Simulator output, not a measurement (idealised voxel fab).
process module | voxel released beams
cross-section cut | 180 nm wide | cells 5 nm
A cross-section is a grid of square cells, given in bands from the top down. A band is one or more rows of cells.
Each band's line starts with the height of the band's top and of its bottom, in nm. Then come its materials from left to right, each with its width in nm. One material with "throughout" fills the band from edge to edge. "air" is empty space.
Height 0 is the level under which the wafer as received is all one material. The lowest band goes on downwards, as in "0 down".
A width such as "30 to 40" changes by the same amount from each row of cells to the next, from the band's top row to its bottom row.
"no change" after a step means that no cell of the cross-section changed.
closed voids: empty space of 8 cells or more with no open way to the top, each as width x height at its distance from the left edge, in nm
after a step's settings: what the simulator itself notes on the step
overlay nm, on a step with a mask: how far to the right of its planned place the mask lay; to the left if negative
plan
1 op RECEIVE | material Si
2 op CONFORMAL_DEP | material SiN | thk nm 5
3 op DIRECTIONAL_DEP | material SiO2 | thk nm 10
4 op MASKED_ETCH | tone open | mask id ANCHOR | width nm 35 | etch materials SiO2 | depth nm 10 | overlay nm 0
5 op CONFORMAL_DEP | material TiN | thk nm 10
6 op MASKED_ETCH | tone cover | mask id BEAM | width nm 80 | etch materials TiN | depth nm 10 | overlay nm 0
7 op STRIP | etch materials SiO2
as received, after step 1
  0 down: Si throughout
  closed voids: none
a wafer at the end: this start, this plan, one mistake
  25 to 15: air 45 | TiN 80 | air 55
  15 to 10: SiN throughout
  10 to 0: SiO2 throughout
  0 down: Si throughout
  closed voids: none
what went wrong: steps 2 and 3 were swapped
